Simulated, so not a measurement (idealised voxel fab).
Process module, titled voxel wiring stack
Cross-sectional view cut (width: 155 nm; square cell size: 5 nm).
We lay out every cross-section as a grid of square cells and spell it out in bands from the top down, where one band means one or more rows of cells.
The entry gives the band's vertical extent as a top height and a bottom height in nm, then its horizontal make-up as materials from left to right, each with a width in nm. "air" stands for empty space; a single material marked "full width" fills the band edge to edge.
A quick word on heights: they are counted from 0, and under that level the wafer as it came to us is one material throughout. The lowest band is different from the rest in having no bottom; it simply continues downward, written as in "0 -> down".
It should be noted that a width expressed as "30->40" varies in equal increments from row to row of cells within the band, taking the value of the first number at the top row and that of the second number at the bottom row.
"remained unchanged" after a step means that no cell of the cross-section changed.
"Closed void entries" enumerates empty spaces isolated from the top, with no open way to it, that contain at least 8 cells, giving each as width x height at distance from the left edge, all three in nm.
Anything after a step's settings on that line? It's the simulator's own note about the step.
What "overlay nm" on a step's line means: if the step has a mask, that mask lay this far to the right of its planned place, or, when the value is negative, to the left.

So here's the lineup of process steps we planned
1: RECEIVE,material Si
2: CONFORMAL_DEP,material SiO2,thk nm 15
3: DIRECTIONAL_DEP,material TiN,thk nm 5
4: DIRECTIONAL_DEP,material W,thk nm 20
5: PATTERN,tone cover,mask id METAL_1,material resist,width nm 20,pitch nm 50,thk nm 20,overlay nm 0
6: DIRECTIONAL_ETCH,etch materials W,depth nm 20
7: DIRECTIONAL_ETCH,etch materials TiN,depth nm 5
8: STRIP,etch materials resist
9: CONFORMAL_DEP,material SiCN,thk nm 5
10: FILL_DEP,material lowk,thk nm 10
11: CMP,height nm 40
12: CONFORMAL_DEP,material SiCN,thk nm 5
13: DIRECTIONAL_DEP,material SiO2,thk nm 35
14: DIRECTIONAL_DEP,material aC,thk nm 10
15: PATTERN,tone open,mask id METAL_2,material resist,width nm 20,pitch nm 50,thk nm 25,overlay nm 0
16: DIRECTIONAL_ETCH,etch materials aC,depth nm 10
17: STRIP,etch materials resist
18: DIRECTIONAL_ETCH,etch materials SiO2,depth nm 10
19: STRIP,etch materials aC
20: PATTERN,tone open,mask id METAL_2_HOLES,material resist,width nm 15,thk nm 20,overlay nm 0
21: DIRECTIONAL_ETCH,etch materials SiO2,depth nm 15
22: DIRECTIONAL_ETCH,etch materials SiCN,depth nm 5
23: STRIP,etch materials resist
24: CONFORMAL_DEP,material TiN,thk nm 5
25: FILL_DEP,material Cu,thk nm 10
26: CMP,height nm 80
27: CONFORMAL_DEP,material SiN,thk nm 5
Be aware that, although all wafers share a common starting state, the depth nm at step 18 differs among them, and the plan displays the first wafer's value.

The as-received cross-section of the first of several wafers corresponds to the state after step 1
  0 -> down | Si full width
  Closed void entries: none

After the module's final step, step 27: the first of several wafers in cross-section
  85 -> 80 | SiN full width
  80 -> 75 | 40 nm SiO2, then 5 nm TiN, then 10 nm Cu, then 5 nm TiN, then 30 nm SiO2, then 5 nm TiN, then 10 nm Cu, then 5 nm TiN, then 45 nm SiO2
  75 -> 70 | 40 nm SiO2, then 5 nm TiN, then 5 nm Cu, then 10 nm TiN, then 30 nm SiO2, then 20 nm TiN, then 45 nm SiO2
  70 -> 60 | 40 nm SiO2, then 5 nm TiN, then 5 nm Cu, then 5 nm TiN, then 100 nm SiO2
  60 -> 55 | 40 nm SiO2, then 15 nm TiN, then 100 nm SiO2
  55 -> 45 | SiO2 full width
  45 -> 40 | SiCN full width
  40 -> 20 | 35 nm lowk, then 5 nm SiCN, then 20 nm W, then 5 nm SiCN, then 20 nm lowk, then 5 nm SiCN, then 20 nm W, then 5 nm SiCN, then 40 nm lowk
  20 -> 15 | 40 nm SiCN, then 20 nm TiN, then 30 nm SiCN, then 20 nm TiN, then 45 nm SiCN
  15 -> 0 | SiO2 full width
  0 -> down | Si full width
  Closed void entries: none

The final wafer, sectioned at module end
  85 -> 80 | SiN full width
  80 -> 50 | 40 nm SiO2, then 5 nm TiN, then 10 nm Cu, then 5 nm TiN, then 30 nm SiO2, then 5 nm TiN, then 10 nm Cu, then 5 nm TiN, then 45 nm SiO2
  50 -> 45 | 40 nm SiO2, then 5 nm TiN, then 5 nm Cu, then 10 nm TiN, then 30 nm SiO2, then 20 nm TiN, then 45 nm SiO2
  45 -> 40 | 40 nm SiCN, then 15 nm TiN, then 100 nm SiCN
  40 -> 20 | 35 nm lowk, then 5 nm SiCN, then 20 nm W, then 5 nm SiCN, then 20 nm lowk, then 5 nm SiCN, then 20 nm W, then 5 nm SiCN, then 40 nm lowk
  20 -> 15 | 40 nm SiCN, then 20 nm TiN, then 30 nm SiCN, then 20 nm TiN, then 45 nm SiCN
  15 -> 0 | SiO2 full width
  0 -> down | Si full width
  Closed void entries: none

End of module, by wafer: material-by-material cell gain (+) or loss (-) since receipt, then closed voids
depth nm 10 | +7 Cu | +70 SiCN | +31 SiN | +285 SiO2 | +26 TiN | +32 W | +76 lowk | Closed void entries: none
depth nm 15 | +11 Cu | +70 SiCN | +31 SiN | +277 SiO2 | +30 TiN | +32 W | +76 lowk | Closed void entries: none
depth nm 20 | +16 Cu | +67 SiCN | +31 SiN | +269 SiO2 | +36 TiN | +32 W | +76 lowk | Closed void entries: none
depth nm 25 | +19 Cu | +67 SiCN | +31 SiN | +264 SiO2 | +38 TiN | +32 W | +76 lowk | Closed void entries: none
depth nm 30 | +22 Cu | +67 SiCN | +31 SiN | +259 SiO2 | +40 TiN | +32 W | +76 lowk | Closed void entries: none
depth nm 35 | +25 Cu | +67 SiCN | +31 SiN | +254 SiO2 | +42 TiN | +32 W | +76 lowk | Closed void entries: none
